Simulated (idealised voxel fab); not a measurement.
process module | voxel self aligned vias
cross-section cut | 300 nm wide | cells 5 nm
A cross-section is a grid of square cells, given in bands from the top down. A band is one or more rows of cells.
Each band's line starts with the height of the band's top and of its bottom, in nm. Then come its materials from left to right, each with its width in nm. One material with "throughout" fills the band from edge to edge. "air" is empty space.
Height 0 is the level under which the wafer as received is all one material. The lowest band goes on downwards, as in "0 down".
A width such as "30 to 40" changes by the same amount from each row of cells to the next, from the band's top row to its bottom row.
"no change" after a step means that no cell of the cross-section changed.
closed voids: empty space of 8 cells or more with no open way to the top, each as width x height at its distance from the left edge, in nm
after a step's settings: what the simulator itself notes on the step
overlay nm, on a step with a mask: how far to the right of its planned place the mask lay; to the left if negative
plan
1 op RECEIVE | material Si
2 op CONFORMAL_DEP | material SiO2 | thk nm 15
3 op CONFORMAL_DEP | material SiCN | thk nm 5
4 op DIRECTIONAL_DEP | material SiO2 | thk nm 25
5 op PATTERN | tone open | mask id LINES | material resist | width nm 20 | pitch nm 60 | thk nm 15 | overlay nm 0
6 op DIRECTIONAL_ETCH | etch materials SiO2 | depth nm 25
7 op STRIP | etch materials resist
8 op CONFORMAL_DEP | material TiN | thk nm 5
9 op FILL_DEP | material W | thk nm 10
10 op CMP | height nm 45
11 op SELECTIVE_ETCH | etch materials W Ru TiN | depth nm 5
12 op FILL_DEP | material SiN | thk nm 5
13 op CMP | height nm 45
14 op DIRECTIONAL_DEP | material SiO2 | thk nm 20
15 op DIRECTIONAL_DEP | material aC | thk nm 10
16 op PATTERN | tone open | mask id VIAS | material resist | width nm 40 | pitch nm 60 | thk nm 30 | overlay nm 0
17 op DIRECTIONAL_ETCH | etch materials aC | depth nm 10
18 op STRIP | etch materials resist
19 op DIRECTIONAL_ETCH | etch materials SiO2 | depth nm 20
20 op DIRECTIONAL_ETCH | etch materials SiN | depth nm 5
21 op STRIP | etch materials aC
22 op CONFORMAL_DEP | material TiN | thk nm 5
23 op FILL_DEP | material Ru | thk nm 10
24 op CMP | height nm 65
25 op CONFORMAL_DEP | material SiN | thk nm 5
first wafer, as planned
as received, after step 1
  0 down: Si throughout
  closed voids: none
after step 2
  15 to 0: SiO2 throughout
  below 0: unchanged
after step 3
  20 to 15: SiCN throughout
  below 15: unchanged
after step 4
  45 to 20: SiO2 throughout
  below 20: unchanged
after step 5
  60 to 45: resist 80 | air 20 | resist 40 | air 20 | resist 40 | air 20 | resist 80
  below 45: unchanged
after step 6
  60 to 45: resist 80 | air 20 | resist 40 | air 20 | resist 40 | air 20 | resist 80
  45 to 20: SiO2 80 | air 20 | SiO2 40 | air 20 | SiO2 40 | air 20 | SiO2 80
  below 20: unchanged
after step 7
  45 to 20: SiO2 80 | air 20 | SiO2 40 | air 20 | SiO2 40 | air 20 | SiO2 80
  below 20: unchanged
after step 8
  50 to 45: TiN 85 | air 10 | TiN 50 | air 10 | TiN 50 | air 10 | TiN 85
  45 to 25: SiO2 80 | TiN 5 | air 10 | TiN 5 | SiO2 40 | TiN 5 | air 10 | TiN 5 | SiO2 40 | TiN 5 | air 10 | TiN 5 | SiO2 80
  25 to 20: SiO2 80 | TiN 20 | SiO2 40 | TiN 20 | SiO2 40 | TiN 20 | SiO2 80
  below 20: unchanged
after step 9
  60 to 50: W throughout
  50 to 45: TiN 85 | W 10 | TiN 50 | W 10 | TiN 50 | W 10 | TiN 85
  45 to 25: SiO2 80 | TiN 5 | W 10 | TiN 5 | SiO2 40 | TiN 5 | W 10 | TiN 5 | SiO2 40 | TiN 5 | W 10 | TiN 5 | SiO2 80
  below 25: unchanged
after step 10
  45 to 25: SiO2 80 | TiN 5 | W 10 | TiN 5 | SiO2 40 | TiN 5 | W 10 | TiN 5 | SiO2 40 | TiN 5 | W 10 | TiN 5 | SiO2 80
  below 25: unchanged
after step 11
  45 to 40: SiO2 80 | air 20 | SiO2 40 | air 20 | SiO2 40 | air 20 | SiO2 80
  below 40: unchanged
after step 12
  50 to 45: SiN throughout
  45 to 40: SiO2 80 | SiN 20 | SiO2 40 | SiN 20 | SiO2 40 | SiN 20 | SiO2 80
  below 40: unchanged
after step 13
  45 to 40: SiO2 80 | SiN 20 | SiO2 40 | SiN 20 | SiO2 40 | SiN 20 | SiO2 80
  below 40: unchanged
after step 14
  65 to 45: SiO2 throughout
  below 45: unchanged
after step 15
  75 to 65: aC throughout
  below 65: unchanged
after step 16
  105 to 75: resist 70 | air 40 | resist 20 | air 40 | resist 20 | air 40 | resist 70
  below 75: unchanged
after step 17
  95 to 75: resist 70 | air 40 | resist 20 | air 40 | resist 20 | air 40 | resist 70
  75 to 65: aC 70 | air 40 | aC 20 | air 40 | aC 20 | air 40 | aC 70
  below 65: unchanged
after step 18
  75 to 65: aC 70 | air 40 | aC 20 | air 40 | aC 20 | air 40 | aC 70
  below 65: unchanged
after step 19
  75 to 65: aC 70 | air 40 | aC 20 | air 40 | aC 20 | air 40 | aC 70
  65 to 45: SiO2 70 | air 40 | SiO2 20 | air 40 | SiO2 20 | air 40 | SiO2 70
  below 45: unchanged
after step 20
  75 to 65: aC 70 | air 40 | aC 20 | air 40 | aC 20 | air 40 | aC 70
  65 to 45: SiO2 70 | air 40 | SiO2 20 | air 40 | SiO2 20 | air 40 | SiO2 70
  45 to 40: SiO2 80 | air 20 | SiO2 40 | air 20 | SiO2 40 | air 20 | SiO2 80
  below 40: unchanged
after step 21
  65 to 45: SiO2 70 | air 40 | SiO2 20 | air 40 | SiO2 20 | air 40 | SiO2 70
  below 45: unchanged
after step 22
  70 to 65: TiN 75 | air 30 | TiN 30 | air 30 | TiN 30 | air 30 | TiN 75
  65 to 50: SiO2 70 | TiN 5 | air 30 | TiN 5 | SiO2 20 | TiN 5 | air 30 | TiN 5 | SiO2 20 | TiN 5 | air 30 | TiN 5 | SiO2 70
  50 to 45: SiO2 70 | TiN 15 | air 10 | TiN 15 | SiO2 20 | TiN 15 | air 10 | TiN 15 | SiO2 20 | TiN 15 | air 10 | TiN 15 | SiO2 70
  45 to 40: SiO2 80 | TiN 20 | SiO2 40 | TiN 20 | SiO2 40 | TiN 20 | SiO2 80
  below 40: unchanged
after step 23
  80 to 70: Ru throughout
  70 to 65: TiN 75 | Ru 30 | TiN 30 | Ru 30 | TiN 30 | Ru 30 | TiN 75
  65 to 50: SiO2 70 | TiN 5 | Ru 30 | TiN 5 | SiO2 20 | TiN 5 | Ru 30 | TiN 5 | SiO2 20 | TiN 5 | Ru 30 | TiN 5 | SiO2 70
  50 to 45: SiO2 70 | TiN 15 | Ru 10 | TiN 15 | SiO2 20 | TiN 15 | Ru 10 | TiN 15 | SiO2 20 | TiN 15 | Ru 10 | TiN 15 | SiO2 70
  below 45: unchanged
after step 24
  65 to 50: SiO2 70 | TiN 5 | Ru 30 | TiN 5 | SiO2 20 | TiN 5 | Ru 30 | TiN 5 | SiO2 20 | TiN 5 | Ru 30 | TiN 5 | SiO2 70
  below 50: unchanged
after step 25
  70 to 65: SiN throughout
  below 65: unchanged
second wafer: like start, like plan, one mistake. Through step 15 it matches the first wafer
when step 16 should have ended
  105 to 75: resist 70 | air 45 | resist 15 | air 45 | resist 15 | air 45 | resist 65
  below 75: unchanged
when step 17 should have ended
  95 to 75: resist 70 | air 45 | resist 15 | air 45 | resist 15 | air 45 | resist 65
  75 to 65: aC 70 | air 45 | aC 15 | air 45 | aC 15 | air 45 | aC 65
  below 65: unchanged
when step 18 should have ended
  75 to 65: aC 70 | air 45 | aC 15 | air 45 | aC 15 | air 45 | aC 65
  below 65: unchanged
when step 19 should have ended
  75 to 65: aC 70 | air 45 | aC 15 | air 45 | aC 15 | air 45 | aC 65
  65 to 45: SiO2 70 | air 45 | SiO2 15 | air 45 | SiO2 15 | air 45 | SiO2 65
  below 45: unchanged
when step 20 should have ended
  75 to 65: aC 70 | air 45 | aC 15 | air 45 | aC 15 | air 45 | aC 65
  65 to 45: SiO2 70 | air 45 | SiO2 15 | air 45 | SiO2 15 | air 45 | SiO2 65
  45 to 40: SiO2 80 | air 20 | SiO2 40 | air 20 | SiO2 40 | air 20 | SiO2 80
  below 40: unchanged
when step 21 should have ended
  65 to 45: SiO2 70 | air 45 | SiO2 15 | air 45 | SiO2 15 | air 45 | SiO2 65
  below 45: unchanged
when step 22 should have ended
  70 to 65: TiN 75 | air 35 | TiN 25 | air 35 | TiN 25 | air 35 | TiN 70
  65 to 50: SiO2 70 | TiN 5 | air 35 | TiN 5 | SiO2 15 | TiN 5 | air 35 | TiN 5 | SiO2 15 | TiN 5 | air 35 | TiN 5 | SiO2 65
  50 to 45: SiO2 70 | TiN 15 | air 10 | TiN 20 | SiO2 15 | TiN 15 | air 10 | TiN 20 | SiO2 15 | TiN 15 | air 10 | TiN 20 | SiO2 65
  45 to 40: SiO2 80 | TiN 20 | SiO2 40 | TiN 20 | SiO2 40 | TiN 20 | SiO2 80
  below 40: unchanged
when step 23 should have ended
  80 to 70: Ru throughout
  70 to 65: TiN 75 | Ru 35 | TiN 25 | Ru 35 | TiN 25 | Ru 35 | TiN 70
  65 to 50: SiO2 70 | TiN 5 | Ru 35 | TiN 5 | SiO2 15 | TiN 5 | Ru 35 | TiN 5 | SiO2 15 | TiN 5 | Ru 35 | TiN 5 | SiO2 65
  50 to 45: SiO2 70 | TiN 15 | Ru 10 | TiN 20 | SiO2 15 | TiN 15 | Ru 10 | TiN 20 | SiO2 15 | TiN 15 | Ru 10 | TiN 20 | SiO2 65
  below 45: unchanged
when step 24 should have ended
  65 to 50: SiO2 70 | TiN 5 | Ru 35 | TiN 5 | SiO2 15 | TiN 5 | Ru 35 | TiN 5 | SiO2 15 | TiN 5 | Ru 35 | TiN 5 | SiO2 65
  below 50: unchanged
when step 25 should have ended
  70 to 65: SiN throughout
  below 65: unchanged
what went wrong: step 16 ran as: op PATTERN | tone open | mask id VIAS | material resist | width nm 45 | pitch nm 60 | thk nm 30 | overlay nm 0
at the end the second wafer has, in cells: 9 more of Ru | 12 fewer of SiO2 | 3 more of TiN
